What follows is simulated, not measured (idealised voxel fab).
process module | voxel ribs on slabs
cross-section cut | 240 nm wide | cells 5 nm
A cross-section is a grid of square cells, given in bands from the top down. A band is one or more rows of cells.
Each band's line starts with the height of the band's top and of its bottom, in nm. Then come its materials from left to right, each with its width in nm. One material with "throughout" fills the band from edge to edge. "air" is empty space.
Height 0 is the level under which the wafer as received is all one material. The lowest band goes on downwards, as in "0 down".
A width such as "30 to 40" changes by the same amount from each row of cells to the next, from the band's top row to its bottom row.
"no change" after a step means that no cell of the cross-section changed.
closed voids: empty space of 8 cells or more with no open way to the top, each as width x height at its distance from the left edge, in nm
after a step's settings: what the simulator itself notes on the step
overlay nm, on a step with a mask: how far to the right of its planned place the mask lay; to the left if negative
plan
1 op RECEIVE | material Si
2 op DIRECTIONAL_DEP | material SiO2 | thk nm 30
3 op DIRECTIONAL_DEP | material SiN | thk nm 20
4 op MASKED_ETCH | tone cover | mask id RIB | width nm 30 | etch materials SiN | depth nm 10 | overlay nm 0
5 op PATTERN | tone cover | mask id SLAB | material resist | width nm 60 | thk nm 20 | overlay nm 0
6 op DIRECTIONAL_ETCH | etch materials SiN | depth nm 5
7 op STRIP | etch materials resist
8 op FILL_DEP | material SiO2 | thk nm 20
9 op CMP | height nm 60
10 op DIRECTIONAL_DEP | material TiN | thk nm 10
11 op MASKED_ETCH | tone cover | mask id HEATER | width nm 40 | etch materials TiN | depth nm 10 | overlay nm 0
12 op CONFORMAL_DEP | material SiO2 | thk nm 5
varied across the wafers: depth nm of step 6. The plan shows the first wafer's value. All wafers start alike
first wafer as received, after step 1
  0 down: Si throughout
  closed voids: none
each wafer at the end: cells of each material gained (+) or lost (-) since it was received, then its closed voids
depth nm 5 | +72 SiN | +556 SiO2 | +16 TiN | closed voids: none
depth nm 10 | +36 SiN | +592 SiO2 | +16 TiN | closed voids: none
depth nm 15 | +36 SiN | +592 SiO2 | +16 TiN | closed voids: none
depth nm 20 | +36 SiN | +592 SiO2 | +16 TiN | closed voids: none
depth nm 25 | +36 SiN | +592 SiO2 | +16 TiN | closed voids: none
